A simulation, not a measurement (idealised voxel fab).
The process module presented herein is designated voxel ribs on slabs.
Section shown: cut. Width: 140 nm. Cell size: 5 nm, square.
Bands, listed from the top down, are how a cross-section gets written in this document; the cross-section itself is a grid of square cells, and a band is one or more rows of them.
This entry defines a band. It first specifies the height of the band's top and the height of its bottom in nm, and then specifies the band's materials from left to right, stating each material with its width in nm. The word "everywhere" identifies a single material that fills the band from edge to edge, while the word "empty" identifies empty space.
Zero point of the height axis is 0; under it, received wafer = one material. Lowest band: continues down indefinitely, "0 nm and below".
So if you see something like "30 to 40" for the width, read it as the top row of the band sitting at the first number and the bottom row at the second, with every row in between moving by the same amount as the last.
"no change" after a step means that no cell of the cross-section changed.
Heads up: "closed voids" only lists the empty pockets with no open path to the top that are 8 cells or more, and it writes them as width x height at distance, distance from the left edge, in nm.
Anything after a step's settings on that line? It's the simulator's own note about the step.
overlay nm, on a step with a mask: how far to the right of its planned place the mask lay; to the left if negative
**Listed below are the process steps as planned**
| 1 | RECEIVE,material Si |
| 2 | DIRECTIONAL_DEP,material SiO2,thk nm 30 |
| 3 | DIRECTIONAL_DEP,material SiN,thk nm 20 |
| 4 | MASKED_ETCH,tone cover,mask id RIB,width nm 20,etch materials SiN,depth nm 5,overlay nm 0 |
| 5 | PATTERN,tone cover,mask id SLAB,material resist,width nm 50,thk nm 15,overlay nm 0 |
| 6 | DIRECTIONAL_ETCH,etch materials SiN,depth nm 15 |
| 7 | STRIP,etch materials resist |
| 8 | FILL_DEP,material SiO2,thk nm 25 |
| 9 | CMP,height nm 65 |
| 10 | DIRECTIONAL_DEP,material W,thk nm 10 |
| 11 | DIRECTIONAL_DEP,material aC,thk nm 15 |
| 12 | PATTERN,tone cover,mask id HEATER,material resist,width nm 30,thk nm 35,overlay nm 0 |
| 13 | DIRECTIONAL_ETCH,etch materials aC,depth nm 15 |
| 14 | STRIP,etch materials resist |
| 15 | DIRECTIONAL_ETCH,etch materials W,depth nm 10 |
| 16 | STRIP,etch materials aC |
| 17 | CONFORMAL_DEP,material SiN,thk nm 5 |
**The first of the two wafers, which ran as planned**
**Incoming wafer, cross-sectional view, post step 1**
- 0 nm and below | Si everywhere
- closed voids: none
**Wafer xsec, post step 2**
- 30 nm to 0 nm | SiO2 everywhere
- Rest of section, below 0: as before.
**Wafer xsec, post step 3**
- 50 nm to 30 nm | SiN everywhere
- Rest of section, below 30: as before.
**Wafer xsec, post step 4**
- 50 nm to 45 nm | empty 60; SiN 20; empty 60
- Rest of section, below 45: as before.
**Wafer xsec, post step 5**
- 65 nm to 50 nm | empty 45; resist 50; empty 45
- 50 nm to 45 nm | empty 45; resist 15; SiN 20; resist 15; empty 45
- Rest of section, below 45: as before.
**Wafer xsec, post step 6**
- 65 nm to 50 nm | empty 45; resist 50; empty 45
- 50 nm to 45 nm | empty 45; resist 15; SiN 20; resist 15; empty 45
- 45 nm to 30 nm | empty 45; SiN 50; empty 45
- Rest of section, below 30: as before.
**Wafer xsec, post step 7**
- 50 nm to 45 nm | empty 60; SiN 20; empty 60
- Rest of section, below 45: as before.
**Wafer xsec, post step 8**
- 75 nm to 50 nm | SiO2 everywhere
- 50 nm to 45 nm | SiO2 60; SiN 20; SiO2 60
- 45 nm to 30 nm | SiO2 45; SiN 50; SiO2 45
- Rest of section, below 30: as before.
**Wafer xsec, post step 9**
- 65 nm to 50 nm | SiO2 everywhere
- Rest of section, below 50: as before.
**Wafer xsec, post step 10**
- 75 nm to 65 nm | W everywhere
- Rest of section, below 65: as before.
**Wafer xsec, post step 11**
- 90 nm to 75 nm | aC everywhere
- Rest of section, below 75: as before.
**Wafer xsec, post step 12**
- 125 nm to 90 nm | empty 55; resist 30; empty 55
- Rest of section, below 90: as before.
**Wafer xsec, post step 13**
- 110 nm to 90 nm | empty 55; resist 30; empty 55
- 90 nm to 75 nm | empty 55; aC 30; empty 55
- Rest of section, below 75: as before.
**Wafer xsec, post step 14**
- 90 nm to 75 nm | empty 55; aC 30; empty 55
- Rest of section, below 75: as before.
**Wafer xsec, post step 15**
- 90 nm to 75 nm | empty 55; aC 30; empty 55
- 75 nm to 65 nm | empty 55; W 30; empty 55
- Rest of section, below 65: as before.
**Wafer xsec, post step 16**
- 75 nm to 65 nm | empty 55; W 30; empty 55
- Rest of section, below 65: as before.
**Wafer xsec, post step 17**
- 80 nm to 75 nm | empty 50; SiN 40; empty 50
- 75 nm to 70 nm | empty 50; SiN 5; W 30; SiN 5; empty 50
- 70 nm to 65 nm | SiN 55; W 30; SiN 55
- Rest of section, below 65: as before.
**Wafer two: like wafer one in start and plan, but with one mistake in execution; identical up to and including step 1**
**Cross-section, second wafer, at the end time the plan gives for step 2**
- 20 nm to 0 nm | SiN everywhere
- Rest of section, below 0: as before.
**Cross-section, second wafer, at the end time the plan gives for step 3**
- 50 nm to 20 nm | SiO2 everywhere
- Rest of section, below 20: as before.
Cross-section, second wafer, at the end time the plan gives for step 4: no change
**Cross-section, second wafer, at the end time the plan gives for step 5**
- 65 nm to 50 nm | empty 45; resist 50; empty 45
- Rest of section, below 50: as before.
Cross-section, second wafer, at the end time the plan gives for step 6: no change
**Cross-section, second wafer, at the end time the plan gives for step 7**
- 50 nm to 20 nm | SiO2 everywhere
- Rest of section, below 20: as before.
**Cross-section, second wafer, at the end time the plan gives for step 8**
- 75 nm to 20 nm | SiO2 everywhere
- Rest of section, below 20: as before.
**Cross-section, second wafer, at the end time the plan gives for step 9**
- 65 nm to 20 nm | SiO2 everywhere
- Rest of section, below 20: as before.
**Cross-section, second wafer, at the end time the plan gives for step 10**
- 75 nm to 65 nm | W everywhere
- Rest of section, below 65: as before.
**Cross-section, second wafer, at the end time the plan gives for step 11**
- 90 nm to 75 nm | aC everywhere
- Rest of section, below 75: as before.
**Cross-section, second wafer, at the end time the plan gives for step 12**
- 125 nm to 90 nm | empty 55; resist 30; empty 55
- Rest of section, below 90: as before.
**Cross-section, second wafer, at the end time the plan gives for step 13**
- 110 nm to 90 nm | empty 55; resist 30; empty 55
- 90 nm to 75 nm | empty 55; aC 30; empty 55
- Rest of section, below 75: as before.
**Cross-section, second wafer, at the end time the plan gives for step 14**
- 90 nm to 75 nm | empty 55; aC 30; empty 55
- Rest of section, below 75: as before.
**Cross-section, second wafer, at the end time the plan gives for step 15**
- 90 nm to 75 nm | empty 55; aC 30; empty 55
- 75 nm to 65 nm | empty 55; W 30; empty 55
- Rest of section, below 65: as before.
**Cross-section, second wafer, at the end time the plan gives for step 16**
- 75 nm to 65 nm | empty 55; W 30; empty 55
- Rest of section, below 65: as before.
**Cross-section, second wafer, at the end time the plan gives for step 17**
- 80 nm to 75 nm | empty 50; SiN 40; empty 50
- 75 nm to 70 nm | empty 50; SiN 5; W 30; SiN 5; empty 50
- 70 nm to 65 nm | SiN 55; W 30; SiN 55
- Rest of section, below 65: as before.
It is concluded that the wafer was processed incorrectly with respect to the plan, in that transposition of steps 2 and 3 relative to the planned sequence
Bottom line after processing is that, in cells, the second wafer is up or down on some materials versus the first: SiN +78 | SiO2 -78
